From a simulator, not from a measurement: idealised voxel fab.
The document below concerns the process module designated voxel double patterning.
Square cell edge 5 nm, section width 295 nm, ID cut.
Think of the cross-section as a grid of square cells. We describe it in bands, top to bottom, and each band covers one or more rows of those cells. The band entry comprises the height of the band's top followed by the height of its bottom, expressed in nm, and subsequently the band's materials from left to right, each stated together with its width in nm. Where a single material is marked with the word "edge to edge", that material fills the band from edge to edge. The word "blank" represents empty space. Heights are expressed relative to 0, this being the level below which the as-received wafer comprises one material exclusively. The lowest band is unbounded in the downward direction and is denoted as in "z 0 and below". The width entry "30->40" should be interpreted row by row: the top row of cells in the band takes the first number, the bottom row takes the second number, and the change between adjacent rows is uniform throughout. It should be understood that the words "all unchanged", when stated for a given step, signify that the cross-section underwent no change in any of its cells during that step. The label "Non-vented voids" introduces a list of the empty spaces, 8 cells or larger, that have no open way up to the top; each entry in it reads width x height at distance, where the distance is taken from the left edge and all three are stated in nm. Read whatever lies past the settings on a step's line as the simulator's own remark about the step. overlay nm: where the mask lay relative to plan, measured to the right, on steps with a mask; negatives go left.
Below is the list of planned process steps:
| 1 | RECEIVE, material Si |
| 2 | CONFORMAL_DEP, material SiN, thk nm 10 |
| 3 | DIRECTIONAL_DEP, material SiO2, thk nm 15 |
| 4 | DIRECTIONAL_DEP, material SiCN, thk nm 5 |
| 5 | PATTERN, tone open, mask id FIRST, material resist, width nm 15, pitch nm 50, thk nm 15, overlay nm 0 |
| 6 | DIRECTIONAL_ETCH, etch materials SiCN, depth nm 5 |
| 7 | STRIP, etch materials resist |
| 8 | DIRECTIONAL_DEP, material aC, thk nm 10 |
| 9 | PATTERN, tone open, mask id SECOND, material resist, width nm 15, thk nm 30, overlay nm 0 |
| 10 | DIRECTIONAL_ETCH, etch materials aC, depth nm 10 |
| 11 | STRIP, etch materials resist |
| 12 | DIRECTIONAL_ETCH, etch materials SiCN, depth nm 5 |
| 13 | STRIP, etch materials aC |
| 14 | DIRECTIONAL_ETCH, etch materials SiO2, depth nm 15 |
| 15 | STRIP, etch materials SiCN |
Cross-section of the wafer at receipt, which is the condition after step 1:
* z 0 and below = Si edge to edge
* Non-vented voids: none
First of two wafers: cross-section at end of module, run per plan:
* z 25 to 10 = 115 nm SiO2 | 15 nm blank | 10 nm SiO2 | 15 nm blank | 10 nm SiO2 | 15 nm blank | 115 nm SiO2
* z 10 to 0 = SiN edge to edge
* z 0 and below = Si edge to edge
* Non-vented voids: none
Cross-sectional view of the second of two wafers upon completion of the module. This wafer shared its starting condition and process plan with the first; one error was made during its execution:
* z 25 to 10 = 115 nm blank | 15 nm SiO2 | 35 nm blank | 15 nm SiO2 | 115 nm blank
* z 10 to 0 = SiN edge to edge
* z 0 and below = Si edge to edge
* Non-vented voids: none
What was done differently from what was planned? step 5 off recipe, ran as PATTERN, tone cover, mask id FIRST, material resist, width nm 15, pitch nm 50, thk nm 15, overlay nm 0
FYI, end of process, the second wafer has more or fewer cells of some materials than the first: 132 fewer of SiO2
